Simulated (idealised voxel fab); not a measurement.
This is a process module. Its name is voxel transistor to metal.
In the cross-section labelled cut, the width is 285 nm and each square cell is 5 nm.
Heads up, the way a cross-section reads in here is a grid of square cells, handed over as bands from the top down, with every band being one or more rows of cells. Basically the band line says how high the top is and how high the bottom is, in nm, and then what's in it from left to right, every material with its width in nm. Empty space shows up as "empty", and if a single material carries "all across" it runs the full band edge to edge. The reference from which all heights are counted is 0, the level beneath which the as-received wafer is entirely one material; the lowest band, having no lower bound, proceeds downward and is written after the example "0..down". The notation "30->40" denotes a width that varies across the rows of cells in the band, beginning at the first number in the top row, finishing at the second number in the bottom row, and changing by an identical amount from each row to the next. No cell of the cross-section changed in a step that is given as "no change". Closed-off voids of 8+ cells (no open route to the top) go in "Enclosed internal cavities", written width x height at distance from the left edge, in nm. The remark found on a step's line after its settings is issued by the simulator itself and pertains to that step. overlay nm: right-of-plan distance of the mask on a masked step; negative values mean left-of-plan. So the way this works: pairs, before and after one process step. The after picture only goes down to the lowest band that actually changed, nothing below. Step and its settings are under each pair. And watch out, pairs might come from different runs of this module, same starting wafer though, so a pair only follows on from the one above if its "Prior to step" entry tells you so.
PRIOR TO STEP
* 0..down: Si all across
* Enclosed internal cavities: none
POST-STEP APPEARANCE
* 5..0: SiO2 all across
* Everything below 0 is unchanged.
* Enclosed internal cavities: none
Step applied between the pre-step and post-step cross-sections shown above: CONFORMAL_DEP [material SiO2] [thk nm 5]
Prior to step: For the state before this step, see the after cross-section of the pair located directly above.
POST-STEP APPEARANCE
* 15..5: SiN all across
* Everything below 5 is unchanged.
* Enclosed internal cavities: none
Step applied between the pre-step and post-step cross-sections shown above: CONFORMAL_DEP [material SiN] [thk nm 10]
Prior to step: For the state before this step, see the after cross-section of the pair located directly above.
POST-STEP APPEARANCE
* 35..15: empty (15), then resist (115), then empty (20), then resist (115), then empty (20)
* Everything below 15 is unchanged.
* Enclosed internal cavities: none
Step applied between the pre-step and post-step cross-sections shown above: PATTERN [tone cover] [mask id ACTIVE] [material resist] [width nm 115] [pitch nm 135] [thk nm 20] [overlay nm 0]
Prior to step: For the state before this step, see the after cross-section of the pair located directly above.
POST-STEP APPEARANCE
* 35..15: empty (15), then resist (115), then empty (20), then resist (115), then empty (20)
* 15..5: empty (15), then SiN (115), then empty (20), then SiN (115), then empty (20)
* Everything below 5 is unchanged.
* Enclosed internal cavities: none
Step applied between the pre-step and post-step cross-sections shown above: DIRECTIONAL_ETCH [etch materials SiN] [depth nm 10]
Prior to step: For the state before this step, see the after cross-section of the pair located directly above.
POST-STEP APPEARANCE
* 35..15: empty (15), then resist (115), then empty (20), then resist (115), then empty (20)
* 15..5: empty (15), then SiN (115), then empty (20), then SiN (115), then empty (20)
* 5..0: empty (15), then SiO2 (115), then empty (20), then SiO2 (115), then empty (20)
* Everything below 0 is unchanged.
* Enclosed internal cavities: none
Step applied between the pre-step and post-step cross-sections shown above: DIRECTIONAL_ETCH [etch materials SiO2] [depth nm 5]
Prior to step: For the state before this step, see the after cross-section of the pair located directly above.
POST-STEP APPEARANCE
* 35..15: empty (15), then resist (115), then empty (20), then resist (115), then empty (20)
* 15..5: empty (15), then SiN (115), then empty (20), then SiN (115), then empty (20)
* 5..0: empty (15), then SiO2 (115), then empty (20), then SiO2 (115), then empty (20)
* 0..-20: empty (15), then Si (115), then empty (20), then Si (115), then empty (20)
* Everything below -20 is unchanged.
* Enclosed internal cavities: none
Step applied between the pre-step and post-step cross-sections shown above: DIRECTIONAL_ETCH [etch materials Si] [depth nm 20]
Prior to step: For the state before this step, see the after cross-section of the pair located directly above.
POST-STEP APPEARANCE
* 15..5: empty (15), then SiN (115), then empty (20), then SiN (115), then empty (20)
* Everything below 5 is unchanged.
* Enclosed internal cavities: none
Step applied between the pre-step and post-step cross-sections shown above: STRIP [etch materials resist]
Prior to step: For the state before this step, see the after cross-section of the pair located directly above.
POST-STEP APPEARANCE
* 20..15: SiO2 all across
* 15..5: SiO2 (15), then SiN (115), then SiO2 (20), then SiN (115), then SiO2 (20)
* 5..0: SiO2 all across
* 0..-20: SiO2 (15), then Si (115), then SiO2 (20), then Si (115), then SiO2 (20)
* Everything below -20 is unchanged.
* Enclosed internal cavities: none
Step applied between the pre-step and post-step cross-sections shown above: FILL_DEP [material SiO2] [thk nm 5]
Prior to step: For the state before this step, see the after cross-section of the pair located directly above.
POST-STEP APPEARANCE
* 15..5: SiO2 (15), then SiN (115), then SiO2 (20), then SiN (115), then SiO2 (20)
* Everything below 5 is unchanged.
* Enclosed internal cavities: none
Step applied between the pre-step and post-step cross-sections shown above: CMP [height nm 15]
Prior to step: For the state before this step, see the after cross-section of the pair located directly above.
POST-STEP APPEARANCE
* 15..5: empty (15), then SiN (115), then empty (20), then SiN (115), then empty (20)
* Everything below 5 is unchanged.
* Enclosed internal cavities: none
Step applied between the pre-step and post-step cross-sections shown above: SELECTIVE_ETCH [etch materials SiO2] [depth nm 10]
Prior to step: For the state before this step, see the after cross-section of the pair located directly above.
POST-STEP APPEARANCE
* 5..0: SiO2 all across
* Everything below 0 is unchanged.
* Enclosed internal cavities: none
Step applied between the pre-step and post-step cross-sections shown above: STRIP [etch materials SiN]
Prior to step: For the state before this step, see the after cross-section of the pair located directly above.
POST-STEP APPEARANCE
* 0..-20: SiO2 (15), then Si (115), then SiO2 (20), then Si (115), then SiO2 (20)
* Everything below -20 is unchanged.
* Enclosed internal cavities: none
Step applied between the pre-step and post-step cross-sections shown above: SELECTIVE_ETCH [etch materials SiO2] [depth nm 5]
Prior to step: For the state before this step, see the after cross-section of the pair located directly above.
POST-STEP APPEARANCE
* 0..-5: SiO2 all across
* Everything below -5 is unchanged.
* Enclosed internal cavities: none
Step applied between the pre-step and post-step cross-sections shown above: OXIDIZE [depth nm 5]
Prior to step: For the state before this step, see the after cross-section of the pair located directly above.
POST-STEP APPEARANCE
* 30..0: polySi all across
* Everything below 0 is unchanged.
* Enclosed internal cavities: none
Step applied between the pre-step and post-step cross-sections shown above: DIRECTIONAL_DEP [material polySi] [thk nm 30]
Prior to step: For the state before this step, see the after cross-section of the pair located directly above.
POST-STEP APPEARANCE
* 45..30: SiCN all across
* Everything below 30 is unchanged.
* Enclosed internal cavities: none
Step applied between the pre-step and post-step cross-sections shown above: DIRECTIONAL_DEP [material SiCN] [thk nm 15]
Prior to step: For the state before this step, see the after cross-section of the pair located directly above.
POST-STEP APPEARANCE
* 65..45: empty (60), then resist (25), then empty (110), then resist (25), then empty (65)
* Everything below 45 is unchanged.
* Enclosed internal cavities: none
Step applied between the pre-step and post-step cross-sections shown above: PATTERN [tone cover] [mask id GATE] [material resist] [width nm 25] [pitch nm 135] [thk nm 20] [overlay nm 0]
Prior to step: For the state before this step, see the after cross-section of the pair located directly above.
POST-STEP APPEARANCE
* 65..45: empty (60), then resist (25), then empty (110), then resist (25), then empty (65)
* 45..30: empty (60), then SiCN (25), then empty (110), then SiCN (25), then empty (65)
* Everything below 30 is unchanged.
* Enclosed internal cavities: none
Step applied between the pre-step and post-step cross-sections shown above: DIRECTIONAL_ETCH [etch materials SiCN] [depth nm 25]
Prior to step: For the state before this step, see the after cross-section of the pair located directly above.
POST-STEP APPEARANCE
* 65..45: empty (60), then resist (25), then empty (110), then resist (25), then empty (65)
* 45..30: empty (60), then SiCN (25), then empty (110), then SiCN (25), then empty (65)
* 30..0: empty (60), then polySi (25), then empty (110), then polySi (25), then empty (65)
* Everything below 0 is unchanged.
* Enclosed internal cavities: none
Step applied between the pre-step and post-step cross-sections shown above: DIRECTIONAL_ETCH [etch materials polySi] [depth nm 40]
Prior to step: For the state before this step, see the after cross-section of the pair located directly above.
POST-STEP APPEARANCE
* 45..30: empty (60), then SiCN (25), then empty (110), then SiCN (25), then empty (65)
* Everything below 30 is unchanged.
* Enclosed internal cavities: none
Step applied between the pre-step and post-step cross-sections shown above: STRIP [etch materials resist]
Prior to step: For the state before this step, see the after cross-section of the pair located directly above.
POST-STEP APPEARANCE
* 50..45: empty (55), then SiO2 (35), then empty (100), then SiO2 (35), then empty (60)
* 45..30: empty (55), then SiO2 (5), then SiCN (25), then SiO2 (5), then empty (100), then SiO2 (5), then SiCN (25), then SiO2 (5), then empty (60)
* 30..5: empty (55), then SiO2 (5), then polySi (25), then SiO2 (5), then empty (100), then SiO2 (5), then polySi (25), then SiO2 (5), then empty (60)
* 5..0: SiO2 (60), then polySi (25), then SiO2 (110), then polySi (25), then SiO2 (65)
* Everything below 0 is unchanged.
* Enclosed internal cavities: none
Step applied between the pre-step and post-step cross-sections shown above: CONFORMAL_DEP [material SiO2] [thk nm 5]
Prior to step: For the state before this step, see the after cross-section of the pair located directly above.
POST-STEP APPEARANCE
* 45..30: empty (55), then SiO2 (5), then SiCN (25), then SiO2 (5), then empty (100), then SiO2 (5), then SiCN (25), then SiO2 (5), then empty (60)
* 30..0: empty (55), then SiO2 (5), then polySi (25), then SiO2 (5), then empty (100), then SiO2 (5), then polySi (25), then SiO2 (5), then empty (60)
* Everything below 0 is unchanged.
* Enclosed internal cavities: none
Step applied between the pre-step and post-step cross-sections shown above: DIRECTIONAL_ETCH [etch materials SiO2] [depth nm 5]
Prior to step: For the state before this step, see the after cross-section of the pair located directly above.
POST-STEP APPEARANCE
* 50..45: empty (50), then SiN (45), then empty (90), then SiN (45), then empty (55)
* 45..30: empty (50), then SiN (5), then SiO2 (5), then SiCN (25), then SiO2 (5), then SiN (5), then empty (90), then SiN (5), then SiO2 (5), then SiCN (25), then SiO2 (5), then SiN (5), then empty (55)
* 30..5: empty (50), then SiN (5), then SiO2 (5), then polySi (25), then SiO2 (5), then SiN (5), then empty (90), then SiN (5), then SiO2 (5), then polySi (25), then SiO2 (5), then SiN (5), then empty (55)
* 5..0: SiN (55), then SiO2 (5), then polySi (25), then SiO2 (5), then SiN (100), then SiO2 (5), then polySi (25), then SiO2 (5), then SiN (60)
* Everything below 0 is unchanged.
* Enclosed internal cavities: none
Step applied between the pre-step and post-step cross-sections shown above: CONFORMAL_DEP [material SiN] [thk nm 5]
Prior to step: For the state before this step, see the after cross-section of the pair located directly above.
POST-STEP APPEARANCE
* 45..30: empty (50), then SiN (5), then SiO2 (5), then SiCN (25), then SiO2 (5), then SiN (5), then empty (90), then SiN (5), then SiO2 (5), then SiCN (25), then SiO2 (5), then SiN (5), then empty (55)
* 30..0: empty (50), then SiN (5), then SiO2 (5), then polySi (25), then SiO2 (5), then SiN (5), then empty (90), then SiN (5), then SiO2 (5), then polySi (25), then SiO2 (5), then SiN (5), then empty (55)
* Everything below 0 is unchanged.
* Enclosed internal cavities: none
Step applied between the pre-step and post-step cross-sections shown above: DIRECTIONAL_ETCH [etch materials SiN] [depth nm 5]
Prior to step: For the state before this step, see the after cross-section of the pair located directly above.
POST-STEP APPEARANCE
* 45..40: empty (50), then SiN (5), then empty (5), then SiCN (25), then empty (5), then SiN (5), then empty (90), then SiN (5), then empty (5), then SiCN (25), then empty (5), then SiN (5), then empty (55)
* 40..30: empty (50), then SiN (5), then SiO2 (5), then SiCN (25), then SiO2 (5), then SiN (5), then empty (90), then SiN (5), then SiO2 (5), then SiCN (25), then SiO2 (5), then SiN (5), then empty (55)
* 30..0: empty (50), then SiN (5), then SiO2 (5), then polySi (25), then SiO2 (5), then SiN (5), then empty (90), then SiN (5), then SiO2 (5), then polySi (25), then SiO2 (5), then SiN (5), then empty (55)
* 0..-5: empty (50), then SiO2 (45), then empty (90), then SiO2 (45), then empty (55)
* Everything below -5 is unchanged.
* Enclosed internal cavities: none
Step applied between the pre-step and post-step cross-sections shown above: DIRECTIONAL_ETCH [etch materials SiO2] [depth nm 5]
Prior to step: For the state before this step, see the after cross-section of the pair located directly above.
POST-STEP APPEARANCE
* 45..40: empty (50), then SiN (5), then empty (5), then SiCN (25), then empty (5), then SiN (5), then empty (90), then SiN (5), then empty (5), then SiCN (25), then empty (5), then SiN (5), then empty (55)
* 40..30: empty (50), then SiN (5), then SiO2 (5), then SiCN (25), then SiO2 (5), then SiN (5), then empty (90), then SiN (5), then SiO2 (5), then SiCN (25), then SiO2 (5), then SiN (5), then empty (55)
* 30..0: empty (50), then SiN (5), then SiO2 (5), then polySi (25), then SiO2 (5), then SiN (5), then empty (90), then SiN (5), then SiO2 (5), then polySi (25), then SiO2 (5), then SiN (5), then empty (55)
* 0..-5: empty (50), then SiO2 (45), then empty (90), then SiO2 (45), then empty (55)
* -5..-15: SiO2 (15), then empty (35), then Si (45), then empty (35), then SiO2 (20), then empty (35), then Si (45), then empty (35), then SiO2 (20)
* Everything below -15 is unchanged.
* Enclosed internal cavities: none
Step applied between the pre-step and post-step cross-sections shown above: DIRECTIONAL_ETCH [etch materials Si] [depth nm 10]
Prior to step: For the state before this step, see the after cross-section of the pair located directly above.
POST-STEP APPEARANCE
* 45..40: empty (50), then SiN (5), then empty (5), then SiCN (25), then empty (5), then SiN (5), then empty (90), then SiN (5), then empty (5), then SiCN (25), then empty (5), then SiN (5), then empty (55)
* 40..30: empty (50), then SiN (5), then SiO2 (5), then SiCN (25), then SiO2 (5), then SiN (5), then empty (90), then SiN (5), then SiO2 (5), then SiCN (25), then SiO2 (5), then SiN (5), then empty (55)
* 30..10: empty (50), then SiN (5), then SiO2 (5), then polySi (25), then SiO2 (5), then SiN (5), then empty (90), then SiN (5), then SiO2 (5), then polySi (25), then SiO2 (5), then SiN (5), then empty (55)
* 10..0: empty (35), then pSi (15), then SiN (5), then SiO2 (5), then polySi (25), then SiO2 (5), then SiN (5), then pSi (15), then empty (60), then pSi (15), then SiN (5), then SiO2 (5), then polySi (25), then SiO2 (5), then SiN (5), then pSi (15), then empty (40)
* 0..-5: empty (10), then pSi (40), then SiO2 (45), then pSi (40), then empty (10), then pSi (40), then SiO2 (45), then pSi (40), then empty (15)
* -5..-15: SiO2 (15), then pSi (35), then Si (45), then pSi (35), then SiO2 (20), then pSi (35), then Si (45), then pSi (35), then SiO2 (20)
* Everything below -15 is unchanged.
* Enclosed internal cavities: none
Step applied between the pre-step and post-step cross-sections shown above: EPI [material pSi] [thk nm 15]
Prior to step: For the state before this step, see the after cross-section of the pair located directly above.
POST-STEP APPEARANCE
* 50..45: SiO2 all across
* 45..30: SiO2 (50), then SiN (5), then SiO2 (5), then SiCN (25), then SiO2 (5), then SiN (5), then SiO2 (90), then SiN (5), then SiO2 (5), then SiCN (25), then SiO2 (5), then SiN (5), then SiO2 (55)
* 30..10: SiO2 (50), then SiN (5), then SiO2 (5), then polySi (25), then SiO2 (5), then SiN (5), then SiO2 (90), then SiN (5), then SiO2 (5), then polySi (25), then SiO2 (5), then SiN (5), then SiO2 (55)
* 10..0: SiO2 (35), then pSi (15), then SiN (5), then SiO2 (5), then polySi (25), then SiO2 (5), then SiN (5), then pSi (15), then SiO2 (60), then pSi (15), then SiN (5), then SiO2 (5), then polySi (25), then SiO2 (5), then SiN (5), then pSi (15), then SiO2 (40)
* 0..-5: SiO2 (10), then pSi (40), then SiO2 (45), then pSi (40), then SiO2 (10), then pSi (40), then SiO2 (45), then pSi (40), then SiO2 (15)
* Everything below -5 is unchanged.
* Enclosed internal cavities: none
Step applied between the pre-step and post-step cross-sections shown above: FILL_DEP [material SiO2] [thk nm 5]
Prior to step: For the state before this step, see the after cross-section of the pair located directly above.
POST-STEP APPEARANCE
* 45..30: SiO2 (50), then SiN (5), then SiO2 (5), then SiCN (25), then SiO2 (5), then SiN (5), then SiO2 (90), then SiN (5), then SiO2 (5), then SiCN (25), then SiO2 (5), then SiN (5), then SiO2 (55)
* Everything below 30 is unchanged.
* Enclosed internal cavities: none
Step applied between the pre-step and post-step cross-sections shown above: CMP [height nm 45]
Prior to step: For the state before this step, see the after cross-section of the pair located directly above.
POST-STEP APPEARANCE
* 55..45: SiO2 all across
* Everything below 45 is unchanged.
* Enclosed internal cavities: none
Step applied between the pre-step and post-step cross-sections shown above: DIRECTIONAL_DEP [material SiO2] [thk nm 10]
Prior to step: For the state before this step, see the after cross-section of the pair located directly above.
POST-STEP APPEARANCE
* 70..55: resist (25), then empty (15), then resist (65), then empty (15), then resist (40), then empty (15), then resist (65), then empty (15), then resist (30)
* Everything below 55 is unchanged.
* Enclosed internal cavities: none
Step applied between the pre-step and post-step cross-sections shown above: PATTERN [tone open] [mask id CONTACT] [material resist] [width nm 15] [thk nm 15] [overlay nm 0]
Prior to step: For the state before this step, see the after cross-section of the pair located directly above.
POST-STEP APPEARANCE
* 70..55: resist (25), then empty (15), then resist (65), then empty (15), then resist (40), then empty (15), then resist (65), then empty (15), then resist (30)
* 55..45: SiO2 (25), then empty (15), then SiO2 (65), then empty (15), then SiO2 (40), then empty (15), then SiO2 (65), then empty (15), then SiO2 (30)
* 45..30: SiO2 (25), then empty (15), then SiO2 (10), then SiN (5), then SiO2 (5), then SiCN (25), then SiO2 (5), then SiN (5), then SiO2 (10), then empty (15), then SiO2 (40), then empty (15), then SiO2 (10), then SiN (5), then SiO2 (5), then SiCN (25), then SiO2 (5), then SiN (5), then SiO2 (10), then empty (15), then SiO2 (30)
* 30..10: SiO2 (25), then empty (15), then SiO2 (10), then SiN (5), then SiO2 (5), then polySi (25), then SiO2 (5), then SiN (5), then SiO2 (10), then empty (15), then SiO2 (40), then empty (15), then SiO2 (10), then SiN (5), then SiO2 (5), then polySi (25), then SiO2 (5), then SiN (5), then SiO2 (10), then empty (15), then SiO2 (30)
* 10..0: SiO2 (25), then empty (10), then pSi (15), then SiN (5), then SiO2 (5), then polySi (25), then SiO2 (5), then SiN (5), then pSi (15), then empty (10), then SiO2 (40), then empty (10), then pSi (15), then SiN (5), then SiO2 (5), then polySi (25), then SiO2 (5), then SiN (5), then pSi (15), then empty (10), then SiO2 (30)
* Everything below 0 is unchanged.
* Enclosed internal cavities: none
Step applied between the pre-step and post-step cross-sections shown above: DIRECTIONAL_ETCH [etch materials SiO2] [depth nm 55]
Prior to step: For the state before this step, see the after cross-section of the pair located directly above.
POST-STEP APPEARANCE
* 55..45: SiO2 (25), then empty (15), then SiO2 (65), then empty (15), then SiO2 (40), then empty (15), then SiO2 (65), then empty (15), then SiO2 (30)
* Everything below 45 is unchanged.
* Enclosed internal cavities: none
Step applied between the pre-step and post-step cross-sections shown above: STRIP [etch materials resist]
Prior to step: For the state before this step, see the after cross-section of the pair located directly above.
POST-STEP APPEARANCE
* 60..55: TiN (30), then empty (5), then TiN (75), then empty (5), then TiN (50), then empty (5), then TiN (75), then empty (5), then TiN (35)
* 55..45: SiO2 (25), then TiN (5), then empty (5), then TiN (5), then SiO2 (65), then TiN (5), then empty (5), then TiN (5), then SiO2 (40), then TiN (5), then empty (5), then TiN (5), then SiO2 (65), then TiN (5), then empty (5), then TiN (5), then SiO2 (30)
* 45..30: SiO2 (25), then TiN (5), then empty (5), then TiN (5), then SiO2 (10), then SiN (5), then SiO2 (5), then SiCN (25), then SiO2 (5), then SiN (5), then SiO2 (10), then TiN (5), then empty (5), then TiN (5), then SiO2 (40), then TiN (5), then empty (5), then TiN (5), then SiO2 (10), then SiN (5), then SiO2 (5), then SiCN (25), then SiO2 (5), then SiN (5), then SiO2 (10), then TiN (5), then empty (5), then TiN (5), then SiO2 (30)
* 30..15: SiO2 (25), then TiN (5), then empty (5), then TiN (5), then SiO2 (10), then SiN (5), then SiO2 (5), then polySi (25), then SiO2 (5), then SiN (5), then SiO2 (10), then TiN (5), then empty (5), then TiN (5), then SiO2 (40), then TiN (5), then empty (5), then TiN (5), then SiO2 (10), then SiN (5), then SiO2 (5), then polySi (25), then SiO2 (5), then SiN (5), then SiO2 (10), then TiN (5), then empty (5), then TiN (5), then SiO2 (30)
* 15..10: SiO2 (25), then TiN (15), then SiO2 (10), then SiN (5), then SiO2 (5), then polySi (25), then SiO2 (5), then SiN (5), then SiO2 (10), then TiN (15), then SiO2 (40), then TiN (15), then SiO2 (10), then SiN (5), then SiO2 (5), then polySi (25), then SiO2 (5), then SiN (5), then SiO2 (10), then TiN (15), then SiO2 (30)
* 10..0: SiO2 (25), then TiN (10), then pSi (15), then SiN (5), then SiO2 (5), then polySi (25), then SiO2 (5), then SiN (5), then pSi (15), then TiN (10), then SiO2 (40), then TiN (10), then pSi (15), then SiN (5), then SiO2 (5), then polySi (25), then SiO2 (5), then SiN (5), then pSi (15), then TiN (10), then SiO2 (30)
* Everything below 0 is unchanged.
* Enclosed internal cavities: none
Step applied between the pre-step and post-step cross-sections shown above: CONFORMAL_DEP [material TiN] [thk nm 5]
Prior to step: For the state before this step, see the after cross-section of the pair located directly above.
POST-STEP APPEARANCE
* 70..60: W all across
* 60..55: TiN (30), then W (5), then TiN (75), then W (5), then TiN (50), then W (5), then TiN (75), then W (5), then TiN (35)
* 55..45: SiO2 (25), then TiN (5), then W (5), then TiN (5), then SiO2 (65), then TiN (5), then W (5), then TiN (5), then SiO2 (40), then TiN (5), then W (5), then TiN (5), then SiO2 (65), then TiN (5), then W (5), then TiN (5), then SiO2 (30)
* 45..30: SiO2 (25), then TiN (5), then W (5), then TiN (5), then SiO2 (10), then SiN (5), then SiO2 (5), then SiCN (25), then SiO2 (5), then SiN (5), then SiO2 (10), then TiN (5), then W (5), then TiN (5), then SiO2 (40), then TiN (5), then W (5), then TiN (5), then SiO2 (10), then SiN (5), then SiO2 (5), then SiCN (25), then SiO2 (5), then SiN (5), then SiO2 (10), then TiN (5), then W (5), then TiN (5), then SiO2 (30)
* 30..15: SiO2 (25), then TiN (5), then W (5), then TiN (5), then SiO2 (10), then SiN (5), then SiO2 (5), then polySi (25), then SiO2 (5), then SiN (5), then SiO2 (10), then TiN (5), then W (5), then TiN (5), then SiO2 (40), then TiN (5), then W (5), then TiN (5), then SiO2 (10), then SiN (5), then SiO2 (5), then polySi (25), then SiO2 (5), then SiN (5), then SiO2 (10), then TiN (5), then W (5), then TiN (5), then SiO2 (30)
* Everything below 15 is unchanged.
* Enclosed internal cavities: none
Step applied between the pre-step and post-step cross-sections shown above: FILL_DEP [material W] [thk nm 10]
Prior to step: For the state before this step, see the after cross-section of the pair located directly above.
POST-STEP APPEARANCE
* 55..45: SiO2 (25), then TiN (5), then W (5), then TiN (5), then SiO2 (65), then TiN (5), then W (5), then TiN (5), then SiO2 (40), then TiN (5), then W (5), then TiN (5), then SiO2 (65), then TiN (5), then W (5), then TiN (5), then SiO2 (30)
* Everything below 45 is unchanged.
* Enclosed internal cavities: none
Step applied between the pre-step and post-step cross-sections shown above: CMP [height nm 55]
Prior to step: For the state before this step, see the after cross-section of the pair located directly above.
POST-STEP APPEARANCE
* 60..55: SiCN all across
* Everything below 55 is unchanged.
* Enclosed internal cavities: none
Step applied between the pre-step and post-step cross-sections shown above: CONFORMAL_DEP [material SiCN] [thk nm 5]
Prior to step: For the state before this step, see the after cross-section of the pair located directly above.
POST-STEP APPEARANCE
* 80..60: SiO2 all across
* Everything below 60 is unchanged.
* Enclosed internal cavities: none
Step applied between the pre-step and post-step cross-sections shown above: DIRECTIONAL_DEP [material SiO2] [thk nm 20]
Prior to step: For the state before this step, see the after cross-section of the pair located directly above.
POST-STEP APPEARANCE
* 90..80: aC all across
* Everything below 80 is unchanged.
* Enclosed internal cavities: none
Step applied between the pre-step and post-step cross-sections shown above: DIRECTIONAL_DEP [material aC] [thk nm 10]
Prior to step: For the state before this step, see the after cross-section of the pair located directly above.
POST-STEP APPEARANCE
* 120..90: resist (25), then empty (15), then resist (65), then empty (15), then resist (40), then empty (15), then resist (65), then empty (15), then resist (30)
* Everything below 90 is unchanged.
* Enclosed internal cavities: none
Step applied between the pre-step and post-step cross-sections shown above: PATTERN [tone open] [mask id METAL_1] [material resist] [width nm 15] [thk nm 30] [overlay nm 0]
Prior to step: For the state before this step, see the after cross-section of the pair located directly above.
POST-STEP APPEARANCE
* 110..90: resist (25), then empty (15), then resist (65), then empty (15), then resist (40), then empty (15), then resist (65), then empty (15), then resist (30)
* 90..80: aC (25), then empty (15), then aC (65), then empty (15), then aC (40), then empty (15), then aC (65), then empty (15), then aC (30)
* Everything below 80 is unchanged.
* Enclosed internal cavities: none
Step applied between the pre-step and post-step cross-sections shown above: DIRECTIONAL_ETCH [etch materials aC] [depth nm 10]
Prior to step: For the state before this step, see the after cross-section of the pair located directly above.
POST-STEP APPEARANCE
* 90..80: aC (25), then empty (15), then aC (65), then empty (15), then aC (40), then empty (15), then aC (65), then empty (15), then aC (30)
* Everything below 80 is unchanged.
* Enclosed internal cavities: none
Step applied between the pre-step and post-step cross-sections shown above: STRIP [etch materials resist]
Prior to step: For the state before this step, see the after cross-section of the pair located directly above.
POST-STEP APPEARANCE
* 90..80: aC (25), then empty (15), then aC (65), then empty (15), then aC (40), then empty (15), then aC (65), then empty (15), then aC (30)
* 80..60: SiO2 (25), then empty (15), then SiO2 (65), then empty (15), then SiO2 (40), then empty (15), then SiO2 (65), then empty (15), then SiO2 (30)
* Everything below 60 is unchanged.
* Enclosed internal cavities: none
Step applied between the pre-step and post-step cross-sections shown above: DIRECTIONAL_ETCH [etch materials SiO2] [depth nm 20]
Prior to step: For the state before this step, see the after cross-section of the pair located directly above.
POST-STEP APPEARANCE
* 90..80: aC (25), then empty (15), then aC (65), then empty (15), then aC (40), then empty (15), then aC (65), then empty (15), then aC (30)
* 80..60: SiO2 (25), then empty (15), then SiO2 (65), then empty (15), then SiO2 (40), then empty (15), then SiO2 (65), then empty (15), then SiO2 (30)
* 60..55: SiCN (25), then empty (15), then SiCN (65), then empty (15), then SiCN (40), then empty (15), then SiCN (65), then empty (15), then SiCN (30)
* Everything below 55 is unchanged.
* Enclosed internal cavities: none
Step applied between the pre-step and post-step cross-sections shown above: DIRECTIONAL_ETCH [etch materials SiCN] [depth nm 5]
Prior to step: For the state before this step, see the after cross-section of the pair located directly above.
POST-STEP APPEARANCE
* 80..60: SiO2 (25), then empty (15), then SiO2 (65), then empty (15), then SiO2 (40), then empty (15), then SiO2 (65), then empty (15), then SiO2 (30)
* Everything below 60 is unchanged.
* Enclosed internal cavities: none
Step applied between the pre-step and post-step cross-sections shown above: STRIP [etch materials aC]
Prior to step: For the state before this step, see the after cross-section of the pair located directly above.
POST-STEP APPEARANCE
* 85..80: TiN (30), then empty (5), then TiN (75), then empty (5), then TiN (50), then empty (5), then TiN (75), then empty (5), then TiN (35)
* 80..60: SiO2 (25), then TiN (5), then empty (5), then TiN (5), then SiO2 (65), then TiN (5), then empty (5), then TiN (5), then SiO2 (40), then TiN (5), then empty (5), then TiN (5), then SiO2 (65), then TiN (5), then empty (5), then TiN (5), then SiO2 (30)
* 60..55: SiCN (25), then TiN (15), then SiCN (65), then TiN (15), then SiCN (40), then TiN (15), then SiCN (65), then TiN (15), then SiCN (30)
* Everything below 55 is unchanged.
* Enclosed internal cavities: none
Step applied between the pre-step and post-step cross-sections shown above: CONFORMAL_DEP [material TiN] [thk nm 5]
Prior to step: For the state before this step, see the after cross-section of the pair located directly above.
POST-STEP APPEARANCE
* 90..85: Cu all across
* 85..80: TiN (30), then Cu (5), then TiN (75), then Cu (5), then TiN (50), then Cu (5), then TiN (75), then Cu (5), then TiN (35)
* 80..60: SiO2 (25), then TiN (5), then Cu (5), then TiN (5), then SiO2 (65), then TiN (5), then Cu (5), then TiN (5), then SiO2 (40), then TiN (5), then Cu (5), then TiN (5), then SiO2 (65), then TiN (5), then Cu (5), then TiN (5), then SiO2 (30)
* Everything below 60 is unchanged.
* Enclosed internal cavities: none
Step applied between the pre-step and post-step cross-sections shown above: FILL_DEP [material Cu] [thk nm 5]
Prior to step: For the state before this step, see the after cross-section of the pair located directly above.
POST-STEP APPEARANCE
* 80..60: SiO2 (25), then TiN (5), then Cu (5), then TiN (5), then SiO2 (65), then TiN (5), then Cu (5), then TiN (5), then SiO2 (40), then TiN (5), then Cu (5), then TiN (5), then SiO2 (65), then TiN (5), then Cu (5), then TiN (5), then SiO2 (30)
* Everything below 60 is unchanged.
* Enclosed internal cavities: none
Step applied between the pre-step and post-step cross-sections shown above: CMP [height nm 80]
Prior to step: For the state before this step, see the after cross-section of the pair located directly above.
POST-STEP APPEARANCE
* 85..80: SiCN all across
* Everything below 80 is unchanged.
* Enclosed internal cavities: none
Step applied between the pre-step and post-step cross-sections shown above: CONFORMAL_DEP [material SiCN] [thk nm 5]
Prior to step: For the state before this step, see the after cross-section of the pair located directly above.
POST-STEP APPEARANCE
* 120..85: lowk all across
* Everything below 85 is unchanged.
* Enclosed internal cavities: none
Step applied between the pre-step and post-step cross-sections shown above: DIRECTIONAL_DEP [material lowk] [thk nm 35]
Prior to step: For the state before this step, see the after cross-section of the pair located directly above.
POST-STEP APPEARANCE
* 135..120: resist (25), then empty (15), then resist (120), then empty (15), then resist (110)
* Everything below 120 is unchanged.
* Enclosed internal cavities: none
Step applied between the pre-step and post-step cross-sections shown above: PATTERN [tone open] [mask id METAL_2] [material resist] [width nm 15] [pitch nm 135] [thk nm 15] [overlay nm 0]
Prior to step: For the state before this step, see the after cross-section of the pair located directly above.
POST-STEP APPEARANCE
* 135..120: resist (25), then empty (15), then resist (120), then empty (15), then resist (110)
* 120..100: lowk (25), then empty (15), then lowk (120), then empty (15), then lowk (110)
* Everything below 100 is unchanged.
* Enclosed internal cavities: none
Step applied between the pre-step and post-step cross-sections shown above: DIRECTIONAL_ETCH [etch materials lowk] [depth nm 20]
Prior to step: For the state before this step, see the after cross-section of the pair located directly above.
POST-STEP APPEARANCE
* 120..100: lowk (25), then empty (15), then lowk (120), then empty (15), then lowk (110)
* Everything below 100 is unchanged.
* Enclosed internal cavities: none
Step applied between the pre-step and post-step cross-sections shown above: STRIP [etch materials resist]
Prior to step: For the state before this step, see the after cross-section of the pair located directly above.
POST-STEP APPEARANCE
* 120..85: lowk (25), then empty (15), then lowk (120), then empty (15), then lowk (110)
* Everything below 85 is unchanged.
* Enclosed internal cavities: none
Step applied between the pre-step and post-step cross-sections shown above: MASKED_ETCH [tone open] [mask id METAL_2_HOLES] [width nm 15] [pitch nm 135] [etch materials lowk] [depth nm 15] [overlay nm 0]
